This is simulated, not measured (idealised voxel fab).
Process module, titled voxel gate over fins
Pictured: cross-section cut, 220 nm wide, on a grid of 5 nm square cells.
Cross-sections here: square-cell grids, written as top-down lists of bands, a band being one or more rows of cells. Quick guide to a band line: top height, bottom height (nm) up front; then every material left to right with its width in nm. Only one material and it's marked "edge to edge"? Then it fills the band edge to edge. And "air" just means empty space. It should be noted that heights are counted from 0, beneath which the wafer as supplied is of one material throughout, and that the lowest band possesses no lower boundary but continues downward, as written in "z 0 and below". Per-row width for "30..40": begins at first number (top row of band), ends at second number (bottom row), increment between rows held constant. "changes: none" -> step changed no cross-section cell. In the "Sealed void listing" entry, you get each enclosed empty space of 8 cells or more, one with no open way to the top, written width x height at distance, distance from the left edge, in nm. Post-settings text on a step line: simulator's own remark regarding the step. overlay nm: how far to the right of its planned place the mask lay on this masked step (negative: to the left). The remainder of this document consists of a sequence of paired cross-sections. Each pair presents the cross-section prior to one process step together with the cross-section following it, the latter being rendered only as deep as the lowest band that underwent change. The intervening step, together with its settings, is stated beneath each pair. Because the pairs may originate from different runs of this module on the same starting wafer, a given pair is to be read as continuing from the preceding pair only where its entry headed "Structure before processing" so indicates.

**Structure before processing**
  z 20 to 10 | W edge to edge
  z 10 to 5 | 20 nm W  25 nm TiN  25 nm W  25 nm TiN  25 nm W  25 nm TiN  25 nm W  25 nm TiN  25 nm W
  z 5 to 0 | 20 nm W  5 nm TiN  15 nm HfO2  5 nm TiN  25 nm W  5 nm TiN  15 nm HfO2  5 nm TiN  25 nm W  5 nm TiN  15 nm HfO2  5 nm TiN  25 nm W  5 nm TiN  15 nm HfO2  5 nm TiN  25 nm W
  z 0 to -5 | 20 nm W  5 nm TiN  5 nm HfO2  5 nm Si  5 nm HfO2  5 nm TiN  25 nm W  5 nm TiN  5 nm HfO2  5 nm Si  5 nm HfO2  5 nm TiN  25 nm W  5 nm TiN  5 nm HfO2  5 nm Si  5 nm HfO2  5 nm TiN  25 nm W  5 nm TiN  5 nm HfO2  5 nm Si  5 nm HfO2  5 nm TiN  25 nm W
  z -5 to -10 | 25 nm TiN  5 nm HfO2  5 nm Si  5 nm HfO2  35 nm TiN  5 nm HfO2  5 nm Si  5 nm HfO2  35 nm TiN  5 nm HfO2  5 nm Si  5 nm HfO2  35 nm TiN  5 nm HfO2  5 nm Si  5 nm HfO2  30 nm TiN
  z -10 to -15 | 30 nm HfO2  5 nm Si  45 nm HfO2  5 nm Si  45 nm HfO2  5 nm Si  45 nm HfO2  5 nm Si  35 nm HfO2
  z -15 to -20 | 30 nm SiO2  5 nm Si  45 nm SiO2  5 nm Si  45 nm SiO2  5 nm Si  45 nm SiO2  5 nm Si  35 nm SiO2
  z -20 to -25 | 30 nm SiO2  5 nm Si  15 nm SiO2  5 nm TiN  5 nm W  5 nm TiN  15 nm SiO2  5 nm Si  45 nm SiO2  5 nm Si  45 nm SiO2  5 nm Si  35 nm SiO2
  z -25 to -30 | 30 nm SiO2  5 nm Si  15 nm SiO2  15 nm TiN  15 nm SiO2  5 nm Si  45 nm SiO2  5 nm Si  45 nm SiO2  5 nm Si  35 nm SiO2
  z -30 to -75 | 30 nm SiO2  5 nm Si  45 nm SiO2  5 nm Si  45 nm SiO2  5 nm Si  45 nm SiO2  5 nm Si  35 nm SiO2
  z -75 and below | Si edge to edge
  Sealed void listing: none

**Section, Post-Step**
  z 30 to 20 | SiCN edge to edge
  Anything lower than 20 is untouched.
  Sealed void listing: none
Relating the two cross-sections above, the step in between is CONFORMAL_DEP, material SiCN, thk nm 10

**Structure before processing**
  z 10 to 0 | 25 nm SiO2  15 nm SiN  35 nm SiO2  15 nm SiN  35 nm SiO2  15 nm SiN  35 nm SiO2  15 nm SiN  30 nm SiO2
  z 0 to -20 | 30 nm SiO2  5 nm Si  45 nm SiO2  5 nm Si  45 nm SiO2  5 nm Si  45 nm SiO2  5 nm Si  35 nm SiO2
  z -20 to -25 | 30 nm SiO2  5 nm Si  15 nm SiO2  5 nm TiN  5 nm W  5 nm TiN  15 nm SiO2  5 nm Si  45 nm SiO2  5 nm Si  45 nm SiO2  5 nm Si  35 nm SiO2
  z -25 to -30 | 30 nm SiO2  5 nm Si  15 nm SiO2  15 nm TiN  15 nm SiO2  5 nm Si  45 nm SiO2  5 nm Si  45 nm SiO2  5 nm Si  35 nm SiO2
  z -30 to -40 | 30 nm SiO2  5 nm Si  45 nm SiO2  5 nm Si  45 nm SiO2  5 nm Si  45 nm SiO2  5 nm Si  35 nm SiO2
  z -40 and below | Si edge to edge
  Sealed void listing: none

**Section, Post-Step**
  z 10 to 0 | 25 nm SiO2  15 nm air  35 nm SiO2  15 nm air  35 nm SiO2  15 nm air  35 nm SiO2  15 nm air  30 nm SiO2
  Anything lower than 0 is untouched.
  Sealed void listing: none
Relating the two cross-sections above, the step in between is STRIP, etch materials SiN

Structure before processing: we pick up right where the pair above leaves off, with its after cross-section.

**Section, Post-Step**
  z 0 to -15 | 30 nm air  5 nm Si  45 nm air  5 nm Si  45 nm air  5 nm Si  45 nm air  5 nm Si  35 nm air
  z -15 to -20 | 30 nm air  5 nm Si  45 nm air  5 nm Si  45 nm air  5 nm Si  45 nm air  5 nm Si  30 nm air  5 nm SiO2
  z -20 to -25 | 30 nm air  5 nm Si  15 nm air  5 nm TiN  5 nm W  5 nm TiN  15 nm air  5 nm Si  45 nm air  5 nm Si  45 nm air  5 nm Si  30 nm air  5 nm SiO2
  Anything lower than -25 is untouched.
  Sealed void listing: none
Relating the two cross-sections above, the step in between is SELECTIVE_ETCH, etch materials SiO2, depth nm 25

Structure before processing: we pick up right where the pair above leaves off, with its after cross-section.

**Section, Post-Step**
  z 5 to 0 | 25 nm air  15 nm HfO2  35 nm air  15 nm HfO2  35 nm air  15 nm HfO2  35 nm air  15 nm HfO2  30 nm air
  z 0 to -10 | 25 nm air  5 nm HfO2  5 nm Si  5 nm HfO2  35 nm air  5 nm HfO2  5 nm Si  5 nm HfO2  35 nm air  5 nm HfO2  5 nm Si  5 nm HfO2  35 nm air  5 nm HfO2  5 nm Si  5 nm HfO2  30 nm air
  z -10 to -15 | 25 nm air  5 nm HfO2  5 nm Si  5 nm HfO2  35 nm air  5 nm HfO2  5 nm Si  5 nm HfO2  35 nm air  5 nm HfO2  5 nm Si  5 nm HfO2  35 nm air  5 nm HfO2  5 nm Si  5 nm HfO2  20 nm air  10 nm HfO2
  z -15 to -20 | 25 nm air  5 nm HfO2  5 nm Si  5 nm HfO2  5 nm air  25 nm HfO2  5 nm air  5 nm HfO2  5 nm Si  5 nm HfO2  35 nm air  5 nm HfO2  5 nm Si  5 nm HfO2  35 nm air  5 nm HfO2  5 nm Si  5 nm HfO2  20 nm air  5 nm HfO2  5 nm SiO2
  z -20 to -25 | 30 nm HfO2  5 nm Si  15 nm HfO2  5 nm TiN  5 nm W  5 nm TiN  15 nm HfO2  5 nm Si  45 nm HfO2  5 nm Si  45 nm HfO2  5 nm Si  30 nm HfO2  5 nm SiO2
  Anything lower than -25 is untouched.
  Sealed void listing: none
Relating the two cross-sections above, the step in between is CONFORMAL_DEP, material HfO2, thk nm 5

Structure before processing: we pick up right where the pair above leaves off, with its after cross-section.

**Section, Post-Step**
  z 10 to 5 | 20 nm air  25 nm TiN  25 nm air  25 nm TiN  25 nm air  25 nm TiN  25 nm air  25 nm TiN  25 nm air
  z 5 to 0 | 20 nm air  5 nm TiN  15 nm HfO2  5 nm TiN  25 nm air  5 nm TiN  15 nm HfO2  5 nm TiN  25 nm air  5 nm TiN  15 nm HfO2  5 nm TiN  25 nm air  5 nm TiN  15 nm HfO2  5 nm TiN  25 nm air
  z 0 to -5 | 20 nm air  5 nm TiN  5 nm HfO2  5 nm Si  5 nm HfO2  5 nm TiN  25 nm air  5 nm TiN  5 nm HfO2  5 nm Si  5 nm HfO2  5 nm TiN  25 nm air  5 nm TiN  5 nm HfO2  5 nm Si  5 nm HfO2  5 nm TiN  25 nm air  5 nm TiN  5 nm HfO2  5 nm Si  5 nm HfO2  5 nm TiN  25 nm air
  z -5 to -10 | 20 nm air  5 nm TiN  5 nm HfO2  5 nm Si  5 nm HfO2  5 nm TiN  25 nm air  5 nm TiN  5 nm HfO2  5 nm Si  5 nm HfO2  5 nm TiN  25 nm air  5 nm TiN  5 nm HfO2  5 nm Si  5 nm HfO2  5 nm TiN  25 nm air  5 nm TiN  5 nm HfO2  5 nm Si  5 nm HfO2  5 nm TiN  10 nm air  15 nm TiN
  z -10 to -15 | 20 nm air  5 nm TiN  5 nm HfO2  5 nm Si  5 nm HfO2  35 nm TiN  5 nm HfO2  5 nm Si  5 nm HfO2  5 nm TiN  25 nm air  5 nm TiN  5 nm HfO2  5 nm Si  5 nm HfO2  5 nm TiN  25 nm air  5 nm TiN  5 nm HfO2  5 nm Si  5 nm HfO2  5 nm TiN  10 nm air  5 nm TiN  10 nm HfO2
  z -15 to -20 | 25 nm TiN  5 nm HfO2  5 nm Si  5 nm HfO2  5 nm TiN  25 nm HfO2  5 nm TiN  5 nm HfO2  5 nm Si  5 nm HfO2  35 nm TiN  5 nm HfO2  5 nm Si  5 nm HfO2  35 nm TiN  5 nm HfO2  5 nm Si  5 nm HfO2  20 nm TiN  5 nm HfO2  5 nm SiO2
  Anything lower than -20 is untouched.
  Sealed void listing: none
Relating the two cross-sections above, the step in between is CONFORMAL_DEP, material TiN, thk nm 5

Structure before processing: we pick up right where the pair above leaves off, with its after cross-section.

**Section, Post-Step**
  z 25 to 10 | W edge to edge
  z 10 to 5 | 20 nm W  25 nm TiN  25 nm W  25 nm TiN  25 nm W  25 nm TiN  25 nm W  25 nm TiN  25 nm W
  z 5 to 0 | 20 nm W  5 nm TiN  15 nm HfO2  5 nm TiN  25 nm W  5 nm TiN  15 nm HfO2  5 nm TiN  25 nm W  5 nm TiN  15 nm HfO2  5 nm TiN  25 nm W  5 nm TiN  15 nm HfO2  5 nm TiN  25 nm W
  z 0 to -5 | 20 nm W  5 nm TiN  5 nm HfO2  5 nm Si  5 nm HfO2  5 nm TiN  25 nm W  5 nm TiN  5 nm HfO2  5 nm Si  5 nm HfO2  5 nm TiN  25 nm W  5 nm TiN  5 nm HfO2  5 nm Si  5 nm HfO2  5 nm TiN  25 nm W  5 nm TiN  5 nm HfO2  5 nm Si  5 nm HfO2  5 nm TiN  25 nm W
  z -5 to -10 | 20 nm W  5 nm TiN  5 nm HfO2  5 nm Si  5 nm HfO2  5 nm TiN  25 nm W  5 nm TiN  5 nm HfO2  5 nm Si  5 nm HfO2  5 nm TiN  25 nm W  5 nm TiN  5 nm HfO2  5 nm Si  5 nm HfO2  5 nm TiN  25 nm W  5 nm TiN  5 nm HfO2  5 nm Si  5 nm HfO2  5 nm TiN  10 nm W  15 nm TiN
  z -10 to -15 | 20 nm W  5 nm TiN  5 nm HfO2  5 nm Si  5 nm HfO2  35 nm TiN  5 nm HfO2  5 nm Si  5 nm HfO2  5 nm TiN  25 nm W  5 nm TiN  5 nm HfO2  5 nm Si  5 nm HfO2  5 nm TiN  25 nm W  5 nm TiN  5 nm HfO2  5 nm Si  5 nm HfO2  5 nm TiN  10 nm W  5 nm TiN  10 nm HfO2
  Anything lower than -15 is untouched.
  Sealed void listing: none
Relating the two cross-sections above, the step in between is FILL_DEP, material W, thk nm 15

Structure before processing: we pick up right where the pair above leaves off, with its after cross-section.

**Section, Post-Step**
  z 20 to 10 | W edge to edge
  Anything lower than 10 is untouched.
  Sealed void listing: none
Relating the two cross-sections above, the step in between is CMP, height nm 20

Structure before processing: we pick up right where the pair above leaves off, with its after cross-section.

**Section, Post-Step**
  z 30 to 20 | SiCN edge to edge
  Anything lower than 20 is untouched.
  Sealed void listing: none
Relating the two cross-sections above, the step in between is CONFORMAL_DEP, material SiCN, thk nm 10

**Structure before processing**
  z 10 to 0 | 25 nm SiO2  15 nm SiN  35 nm SiO2  15 nm SiN  35 nm SiO2  15 nm SiN  35 nm SiO2  15 nm SiN  30 nm SiO2
  z 0 to -20 | 30 nm SiO2  5 nm Si  45 nm SiO2  5 nm Si  45 nm SiO2  5 nm Si  45 nm SiO2  5 nm Si  35 nm SiO2
  z -20 to -25 | 30 nm SiO2  5 nm Si  15 nm SiO2  5 nm TiN  5 nm W  5 nm TiN  15 nm SiO2  5 nm Si  45 nm SiO2  5 nm Si  45 nm SiO2  5 nm Si  35 nm SiO2
  z -25 to -30 | 30 nm SiO2  5 nm Si  15 nm SiO2  15 nm TiN  15 nm SiO2  5 nm Si  45 nm SiO2  5 nm Si  45 nm SiO2  5 nm Si  35 nm SiO2
  z -30 to -40 | 30 nm SiO2  5 nm Si  45 nm SiO2  5 nm Si  45 nm SiO2  5 nm Si  45 nm SiO2  5 nm Si  35 nm SiO2
  z -40 and below | Si edge to edge
  Sealed void listing: none

**Section, Post-Step**
  z 10 to 0 | 25 nm air  15 nm SiN  35 nm air  15 nm SiN  35 nm air  15 nm SiN  35 nm air  15 nm SiN  30 nm air
  z 0 to -5 | 30 nm air  5 nm Si  45 nm air  5 nm Si  45 nm air  5 nm Si  45 nm air  5 nm Si  35 nm air
  Anything lower than -5 is untouched.
  Sealed void listing: none
Relating the two cross-sections above, the step in between is SELECTIVE_ETCH, etch materials SiO2, depth nm 15

Structure before processing: we pick up right where the pair above leaves off, with its after cross-section.

**Section, Post-Step**
  z 0 to -5 | 30 nm air  5 nm Si  45 nm air  5 nm Si  45 nm air  5 nm Si  45 nm air  5 nm Si  35 nm air
  Anything lower than -5 is untouched.
  Sealed void listing: none
Relating the two cross-sections above, the step in between is STRIP, etch materials SiN

Structure before processing: we pick up right where the pair above leaves off, with its after cross-section.

**Section, Post-Step**
  z 5 to 0 | 25 nm air  15 nm HfO2  35 nm air  15 nm HfO2  35 nm air  15 nm HfO2  35 nm air  15 nm HfO2  30 nm air
  z 0 to -5 | 30 nm HfO2  5 nm Si  45 nm HfO2  5 nm Si  45 nm HfO2  5 nm Si  45 nm HfO2  5 nm Si  35 nm HfO2
  Anything lower than -5 is untouched.
  Sealed void listing: none
Relating the two cross-sections above, the step in between is CONFORMAL_DEP, material HfO2, thk nm 5

Structure before processing: we pick up right where the pair above leaves off, with its after cross-section.

**Section, Post-Step**
  z 10 to 5 | 20 nm air  25 nm TiN  25 nm air  25 nm TiN  25 nm air  25 nm TiN  25 nm air  25 nm TiN  25 nm air
  z 5 to 0 | 25 nm TiN  15 nm HfO2  35 nm TiN  15 nm HfO2  35 nm TiN  15 nm HfO2  35 nm TiN  15 nm HfO2  30 nm TiN
  Anything lower than 0 is untouched.
  Sealed void listing: none
Relating the two cross-sections above, the step in between is CONFORMAL_DEP, material TiN, thk nm 5

Structure before processing: we pick up right where the pair above leaves off, with its after cross-section.

**Section, Post-Step**
  z 25 to 10 | W edge to edge
  z 10 to 5 | 20 nm W  25 nm TiN  25 nm W  25 nm TiN  25 nm W  25 nm TiN  25 nm W  25 nm TiN  25 nm W
  Anything lower than 5 is untouched.
  Sealed void listing: none
Relating the two cross-sections above, the step in between is FILL_DEP, material W, thk nm 15

Structure before processing: we pick up right where the pair above leaves off, with its after cross-section.

**Section, Post-Step**
  z 20 to 10 | W edge to edge
  Anything lower than 10 is untouched.
  Sealed void listing: none
Relating the two cross-sections above, the step in between is CMP, height nm 20

Structure before processing: we pick up right where the pair above leaves off, with its after cross-section.

**Section, Post-Step**
  z 30 to 20 | SiCN edge to edge
  Anything lower than 20 is untouched.
  Sealed void listing: none
Relating the two cross-sections above, the step in between is CONFORMAL_DEP, material SiCN, thk nm 10

**Structure before processing**
  z 10 to 0 | SiN edge to edge
  z 0 and below | Si edge to edge
  Sealed void listing: none

**Section, Post-Step**
  z 25 to 10 | 20 nm air  25 nm resist  25 nm air  25 nm resist  25 nm air  25 nm resist  25 nm air  25 nm resist  25 nm air
  Anything lower than 10 is untouched.
  Sealed void listing: none
Relating the two cross-sections above, the step in between is PATTERN, tone cover, mask id FINS, material resist, width nm 25, pitch nm 50, thk nm 15, overlay nm 0

Structure before processing: we pick up right where the pair above leaves off, with its after cross-section.

**Section, Post-Step**
  z 25 to 10 | 20 nm air  25 nm resist  25 nm air  25 nm resist  25 nm air  25 nm resist  25 nm air  25 nm resist  25 nm air
  z 10 to 0 | 20 nm air  25 nm SiN  25 nm air  25 nm SiN  25 nm air  25 nm SiN  25 nm air  25 nm SiN  25 nm air
  Anything lower than 0 is untouched.
  Sealed void listing: none
Relating the two cross-sections above, the step in between is DIRECTIONAL_ETCH, etch materials SiN, depth nm 10

Structure before processing: we pick up right where the pair above leaves off, with its after cross-section.

**Section, Post-Step**
  z 25 to 10 | 20 nm air  25 nm resist  25 nm air  25 nm resist  25 nm air  25 nm resist  25 nm air  25 nm resist  25 nm air
  z 10 to 0 | 20 nm air  25 nm SiN  25 nm air  25 nm SiN  25 nm air  25 nm SiN  25 nm air  25 nm SiN  25 nm air
  z 0 to -35 | 20 nm air  25 nm Si  25 nm air  25 nm Si  25 nm air  25 nm Si  25 nm air  25 nm Si  25 nm air
  Anything lower than -35 is untouched.
  Sealed void listing: none
Relating the two cross-sections above, the step in between is DIRECTIONAL_ETCH, etch materials Si, depth nm 35

Structure before processing: we pick up right where the pair above leaves off, with its after cross-section.

**Section, Post-Step**
  z 10 to 0 | 20 nm air  25 nm SiN  25 nm air  25 nm SiN  25 nm air  25 nm SiN  25 nm air  25 nm SiN  25 nm air
  Anything lower than 0 is untouched.
  Sealed void listing: none
Relating the two cross-sections above, the step in between is STRIP, etch materials resist

Structure before processing: we pick up right where the pair above leaves off, with its after cross-section.

**Section, Post-Step**
  z 10 to 0 | 20 nm air  25 nm SiN  25 nm air  25 nm SiN  25 nm air  25 nm SiN  25 nm air  25 nm SiN  25 nm air
  z 0 to -35 | 20 nm air  5 nm SiO2  15 nm Si  5 nm SiO2  25 nm air  5 nm SiO2  15 nm Si  5 nm SiO2  25 nm air  5 nm SiO2  15 nm Si  5 nm SiO2  25 nm air  5 nm SiO2  15 nm Si  5 nm SiO2  25 nm air
  z -35 to -40 | 25 nm SiO2  15 nm Si  35 nm SiO2  15 nm Si  35 nm SiO2  15 nm Si  35 nm SiO2  15 nm Si  30 nm SiO2
  Anything lower than -40 is untouched.
  Sealed void listing: none
Relating the two cross-sections above, the step in between is OXIDIZE, depth nm 5

Structure before processing: we pick up right where the pair above leaves off, with its after cross-section.

**Section, Post-Step**
  z 20 to 10 | SiO2 edge to edge
  z 10 to 0 | 20 nm SiO2  25 nm SiN  25 nm SiO2  25 nm SiN  25 nm SiO2  25 nm SiN  25 nm SiO2  25 nm SiN  25 nm SiO2
  z 0 to -40 | 25 nm SiO2  15 nm Si  35 nm SiO2  15 nm Si  35 nm SiO2  15 nm Si  35 nm SiO2  15 nm Si  30 nm SiO2
  Anything lower than -40 is untouched.
  Sealed void listing: none
Relating the two cross-sections above, the step in between is FILL_DEP, material SiO2, thk nm 10

Structure before processing: we pick up right where the pair above leaves off, with its after cross-section.

**Section, Post-Step**
  z 10 to 0 | 20 nm SiO2  25 nm SiN  25 nm SiO2  25 nm SiN  25 nm SiO2  25 nm SiN  25 nm SiO2  25 nm SiN  25 nm SiO2
  Anything lower than 0 is untouched.
  Sealed void listing: none
Relating the two cross-sections above, the step in between is CMP, height nm 10

Structure before processing: we pick up right where the pair above leaves off, with its after cross-section.

**Section, Post-Step**
  z 30 to 10 | 50 nm resist  15 nm air  155 nm resist
  Anything lower than 10 is untouched.
  Sealed void listing: none
Relating the two cross-sections above, the step in between is PATTERN, tone open, mask id RAIL, material resist, width nm 15, thk nm 20, overlay nm 0

Structure before processing: we pick up right where the pair above leaves off, with its after cross-section.

**Section, Post-Step**
  z 30 to 10 | 50 nm resist  15 nm air  155 nm resist
  z 10 to 0 | 20 nm SiO2  25 nm SiN  5 nm SiO2  15 nm air  5 nm SiO2  25 nm SiN  25 nm SiO2  25 nm SiN  25 nm SiO2  25 nm SiN  25 nm SiO2
  z 0 to -30 | 25 nm SiO2  15 nm Si  10 nm SiO2  15 nm air  10 nm SiO2  15 nm Si  35 nm SiO2  15 nm Si  35 nm SiO2  15 nm Si  30 nm SiO2
  Anything lower than -30 is untouched.
  Sealed void listing: none
Relating the two cross-sections above, the step in between is DIRECTIONAL_ETCH, etch materials SiO2, depth nm 40

Structure before processing: we pick up right where the pair above leaves off, with its after cross-section.

**Section, Post-Step**
  z 10 to 0 | 20 nm SiO2  25 nm SiN  5 nm SiO2  15 nm air  5 nm SiO2  25 nm SiN  25 nm SiO2  25 nm SiN  25 nm SiO2  25 nm SiN  25 nm SiO2
  Anything lower than 0 is untouched.
  Sealed void listing: none
Relating the two cross-sections above, the step in between is STRIP, etch materials resist

Structure before processing: we pick up right where the pair above leaves off, with its after cross-section.

**Section, Post-Step**
  z 15 to 10 | 55 nm TiN  5 nm air  160 nm TiN
  z 10 to 0 | 20 nm SiO2  25 nm SiN  5 nm SiO2  5 nm TiN  5 nm air  5 nm TiN  5 nm SiO2  25 nm SiN  25 nm SiO2  25 nm SiN  25 nm SiO2  25 nm SiN  25 nm SiO2
  z 0 to -25 | 25 nm SiO2  15 nm Si  10 nm SiO2  5 nm TiN  5 nm air  5 nm TiN  10 nm SiO2  15 nm Si  35 nm SiO2  15 nm Si  35 nm SiO2  15 nm Si  30 nm SiO2
  z -25 to -30 | 25 nm SiO2  15 nm Si  10 nm SiO2  15 nm TiN  10 nm SiO2  15 nm Si  35 nm SiO2  15 nm Si  35 nm SiO2  15 nm Si  30 nm SiO2
  Anything lower than -30 is untouched.
  Sealed void listing: none
Relating the two cross-sections above, the step in between is CONFORMAL_DEP, material TiN, thk nm 5

Structure before processing: we pick up right where the pair above leaves off, with its after cross-section.

**Section, Post-Step**
  z 20 to 15 | W edge to edge
  z 15 to 10 | 55 nm TiN  5 nm W  160 nm TiN
  z 10 to 0 | 20 nm SiO2  25 nm SiN  5 nm SiO2  5 nm TiN  5 nm W  5 nm TiN  5 nm SiO2  25 nm SiN  25 nm SiO2  25 nm SiN  25 nm SiO2  25 nm SiN  25 nm SiO2
  z 0 to -25 | 25 nm SiO2  15 nm Si  10 nm SiO2  5 nm TiN  5 nm W  5 nm TiN  10 nm SiO2  15 nm Si  35 nm SiO2  15 nm Si  35 nm SiO2  15 nm Si  30 nm SiO2
  Anything lower than -25 is untouched.
  Sealed void listing: none
Relating the two cross-sections above, the step in between is FILL_DEP, material W, thk nm 5

Structure before processing: we pick up right where the pair above leaves off, with its after cross-section.

**Section, Post-Step**
  z 10 to 0 | 20 nm SiO2  25 nm SiN  5 nm SiO2  5 nm TiN  5 nm W  5 nm TiN  5 nm SiO2  25 nm SiN  25 nm SiO2  25 nm SiN  25 nm SiO2  25 nm SiN  25 nm SiO2
  Anything lower than 0 is untouched.
  Sealed void listing: none
Relating the two cross-sections above, the step in between is CMP, height nm 10

Structure before processing: we pick up right where the pair above leaves off, with its after cross-section.

**Section, Post-Step**
  z 10 to 0 | 20 nm SiO2  25 nm SiN  5 nm SiO2  15 nm air  5 nm SiO2  25 nm SiN  25 nm SiO2  25 nm SiN  25 nm SiO2  25 nm SiN  25 nm SiO2
  z 0 to -20 | 25 nm SiO2  15 nm Si  10 nm SiO2  15 nm air  10 nm SiO2  15 nm Si  35 nm SiO2  15 nm Si  35 nm SiO2  15 nm Si  30 nm SiO2
  Anything lower than -20 is untouched.
  Sealed void listing: none
Relating the two cross-sections above, the step in between is SELECTIVE_ETCH, etch materials W Ru TiN, depth nm 30

Structure before processing: we pick up right where the pair above leaves off, with its after cross-section.

**Section, Post-Step**
  z 15 to 10 | SiO2 edge to edge
  z 10 to 0 | 20 nm SiO2  25 nm SiN  25 nm SiO2  25 nm SiN  25 nm SiO2  25 nm SiN  25 nm SiO2  25 nm SiN  25 nm SiO2
  z 0 to -20 | 25 nm SiO2  15 nm Si  35 nm SiO2  15 nm Si  35 nm SiO2  15 nm Si  35 nm SiO2  15 nm Si  30 nm SiO2
  Anything lower than -20 is untouched.
  Sealed void listing: none
Relating the two cross-sections above, the step in between is FILL_DEP, material SiO2, thk nm 5

Structure before processing: we pick up right where the pair above leaves off, with its after cross-section.

**Section, Post-Step**
  z 10 to 0 | 20 nm SiO2  25 nm SiN  25 nm SiO2  25 nm SiN  25 nm SiO2  25 nm SiN  25 nm SiO2  25 nm SiN  25 nm SiO2
  Anything lower than 0 is untouched.
  Sealed void listing: none
Relating the two cross-sections above, the step in between is CMP, height nm 10

Structure before processing: we pick up right where the pair above leaves off, with its after cross-section.

**Section, Post-Step**
  z 10 to 0 | 20 nm air  25 nm SiN  25 nm air  25 nm SiN  25 nm air  25 nm SiN  25 nm air  25 nm SiN  25 nm air
  z 0 to -15 | 25 nm air  15 nm Si  35 nm air  15 nm Si  35 nm air  15 nm Si  35 nm air  15 nm Si  30 nm air
  Anything lower than -15 is untouched.
  Sealed void listing: none
Relating the two cross-sections above, the step in between is SELECTIVE_ETCH, etch materials SiO2, depth nm 25

Structure before processing: we pick up right where the pair above leaves off, with its after cross-section.

**Section, Post-Step**
  z 0 to -15 | 25 nm air  15 nm Si  35 nm air  15 nm Si  35 nm air  15 nm Si  35 nm air  15 nm Si  30 nm air
  Anything lower than -15 is untouched.
  Sealed void listing: none
Relating the two cross-sections above, the step in between is STRIP, etch materials SiN

Structure before processing: we pick up right where the pair above leaves off, with its after cross-section.

**Section, Post-Step**
  z 5 to 0 | 20 nm air  25 nm HfO2  25 nm air  25 nm HfO2  25 nm air  25 nm HfO2  25 nm air  25 nm HfO2  25 nm air
  z 0 to -10 | 20 nm air  5 nm HfO2  15 nm Si  5 nm HfO2  25 nm air  5 nm HfO2  15 nm Si  5 nm HfO2  25 nm air  5 nm HfO2  15 nm Si  5 nm HfO2  25 nm air  5 nm HfO2  15 nm Si  5 nm HfO2  25 nm air
  z -10 to -15 | 25 nm HfO2  15 nm Si  35 nm HfO2  15 nm Si  35 nm HfO2  15 nm Si  35 nm HfO2  15 nm Si  30 nm HfO2
  Anything lower than -15 is untouched.
  Sealed void listing: none
Relating the two cross-sections above, the step in between is CONFORMAL_DEP, material HfO2, thk nm 5

Structure before processing: we pick up right where the pair above leaves off, with its after cross-section.

**Section, Post-Step**
  z 10 to 5 | 15 nm air  35 nm TiN  15 nm air  35 nm TiN  15 nm air  35 nm TiN  15 nm air  35 nm TiN  20 nm air
  z 5 to 0 | 15 nm air  5 nm TiN  25 nm HfO2  5 nm TiN  15 nm air  5 nm TiN  25 nm HfO2  5 nm TiN  15 nm air  5 nm TiN  25 nm HfO2  5 nm TiN  15 nm air  5 nm TiN  25 nm HfO2  5 nm TiN  20 nm air
  z 0 to -5 | 15 nm air  5 nm TiN  5 nm HfO2  15 nm Si  5 nm HfO2  5 nm TiN  15 nm air  5 nm TiN  5 nm HfO2  15 nm Si  5 nm HfO2  5 nm TiN  15 nm air  5 nm TiN  5 nm HfO2  15 nm Si  5 nm HfO2  5 nm TiN  15 nm air  5 nm TiN  5 nm HfO2  15 nm Si  5 nm HfO2  5 nm TiN  20 nm air
  z -5 to -10 | 20 nm TiN  5 nm HfO2  15 nm Si  5 nm HfO2  25 nm TiN  5 nm HfO2  15 nm Si  5 nm HfO2  25 nm TiN  5 nm HfO2  15 nm Si  5 nm HfO2  25 nm TiN  5 nm HfO2  15 nm Si  5 nm HfO2  25 nm TiN
  Anything lower than -10 is untouched.
  Sealed void listing: none
Relating the two cross-sections above, the step in between is CONFORMAL_DEP, material TiN, thk nm 5

Structure before processing: we pick up right where the pair above leaves off, with its after cross-section.

**Section, Post-Step**
  z 25 to 10 | W edge to edge
  z 10 to 5 | 15 nm W  35 nm TiN  15 nm W  35 nm TiN  15 nm W  35 nm TiN  15 nm W  35 nm TiN  20 nm W
  z 5 to 0 | 15 nm W  5 nm TiN  25 nm HfO2  5 nm TiN  15 nm W  5 nm TiN  25 nm HfO2  5 nm TiN  15 nm W  5 nm TiN  25 nm HfO2  5 nm TiN  15 nm W  5 nm TiN  25 nm HfO2  5 nm TiN  20 nm W
  z 0 to -5 | 15 nm W  5 nm TiN  5 nm HfO2  15 nm Si  5 nm HfO2  5 nm TiN  15 nm W  5 nm TiN  5 nm HfO2  15 nm Si  5 nm HfO2  5 nm TiN  15 nm W  5 nm TiN  5 nm HfO2  15 nm Si  5 nm HfO2  5 nm TiN  15 nm W  5 nm TiN  5 nm HfO2  15 nm Si  5 nm HfO2  5 nm TiN  20 nm W
  Anything lower than -5 is untouched.
  Sealed void listing: none
Relating the two cross-sections above, the step in between is FILL_DEP, material W, thk nm 15

Structure before processing: we pick up right where the pair above leaves off, with its after cross-section.

**Section, Post-Step**
  z 20 to 10 | W edge to edge
  Anything lower than 10 is untouched.
  Sealed void listing: none
Relating the two cross-sections above, the step in between is CMP, height nm 20

Structure before processing: we pick up right where the pair above leaves off, with its after cross-section.

**Section, Post-Step**
  z 30 to 20 | SiCN edge to edge
  Anything lower than 20 is untouched.
  Sealed void listing: none
Relating the two cross-sections above, the step in between is CONFORMAL_DEP, material SiCN, thk nm 10

**Structure before processing**
  z 10 to 0 | SiN edge to edge
  z 0 and below | Si edge to edge
  Sealed void listing: none

**Section, Post-Step**
  z 25 to 10 | 20 nm air  15 nm resist  35 nm air  15 nm resist  35 nm air  15 nm resist  35 nm air  15 nm resist  35 nm air
  Anything lower than 10 is untouched.
  Sealed void listing: none
Relating the two cross-sections above, the step in between is PATTERN, tone cover, mask id FINS, material resist, width nm 15, pitch nm 50, thk nm 15, overlay nm -5

Structure before processing: we pick up right where the pair above leaves off, with its after cross-section.

**Section, Post-Step**
  z 25 to 10 | 20 nm air  15 nm resist  35 nm air  15 nm resist  35 nm air  15 nm resist  35 nm air  15 nm resist  35 nm air
  z 10 to 0 | 20 nm air  15 nm SiN  35 nm air  15 nm SiN  35 nm air  15 nm SiN  35 nm air  15 nm SiN  35 nm air
  Anything lower than 0 is untouched.
  Sealed void listing: none
Relating the two cross-sections above, the step in between is DIRECTIONAL_ETCH, etch materials SiN, depth nm 10
